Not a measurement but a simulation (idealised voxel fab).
Process module, titled voxel released beams
In the cross-section labelled cut, the width is 245 nm and each square cell is 5 nm.
Cross-section spec: square-cell grid; bands listed top down; each band is one or more rows. Per band: top height and bottom height in nm, followed by the left-to-right materials and their widths in nm; "edge to edge" marks a single material spanning edge to edge, "blank" marks empty space. Basically, 0 is our baseline, since under it the wafer straight out of the box is all one material. The bottom band has no lower end and keeps on going down, so it looks like "0 -> down". The notation "30->40" denotes a width that varies across the rows of cells in the band, beginning at the first number in the top row, finishing at the second number in the bottom row, and changing by an identical amount from each row to the next. "nothing was modified" (step): cross-section cells unchanged, all of them. Empty spaces counting at least 8 cells and having no open way to the top are listed in "Enclosed void entries". The notation width x height at distance is used for each, the distance being from the left edge and all three values in nm. Whatever follows a step's settings on its line is a remark the simulator itself makes about that step. overlay nm: mask offset rightward from planned place, masked step; negative means leftward offset.

### The process steps that were planned are listed below
| 1 | RECEIVE (material Si) |
| 2 | CONFORMAL_DEP (material SiN; thk nm 10) |
| 3 | DIRECTIONAL_DEP (material SiO2; thk nm 15) |
| 4 | MASKED_ETCH (tone open; mask id ANCHOR; width nm 35; etch materials SiO2; depth nm 15; overlay nm 0) |
| 5 | CONFORMAL_DEP (material W; thk nm 10) |
| 6 | MASKED_ETCH (tone cover; mask id BEAM; width nm 85; etch materials W; depth nm 10; overlay nm 0) |
| 7 | STRIP (etch materials SiO2) |

### Cross-section of the wafer at receipt, which is the condition after step 1
0 -> down | Si edge to edge
Enclosed void entries: none

### first wafer at the end, as planned
35 -> 25 | blank: 75 | W: 15 | blank: 15 | W: 55 | blank: 85
25 -> 20 | blank: 80 | W: 10 | blank: 15 | W: 10 | blank: 130
20 -> 10 | blank: 80 | W: 35 | blank: 130
10 -> 0 | SiN edge to edge
0 -> down | Si edge to edge
Enclosed void entries: none

### Cross-sectional view of the second of two wafers upon completion of the module. This wafer shared its starting condition and process plan with the first; one error was made during its execution
35 -> 25 | blank: 75 | W: 25 | blank: 15 | W: 45 | blank: 85
25 -> 20 | blank: 90 | W: 10 | blank: 15 | W: 10 | blank: 120
20 -> 10 | blank: 90 | W: 35 | blank: 120
10 -> 0 | SiN edge to edge
0 -> down | Si edge to edge
Enclosed void entries: none
Heads up, the wafer didn't run the way we planned it: step 4 changed vs plan, executed as MASKED_ETCH (tone open; mask id ANCHOR; width nm 35; etch materials SiO2; depth nm 15; overlay nm 10)
In the final comparison it is observed that the number of cells assigned to each material is identical for the two wafers, whereas their placement is not.
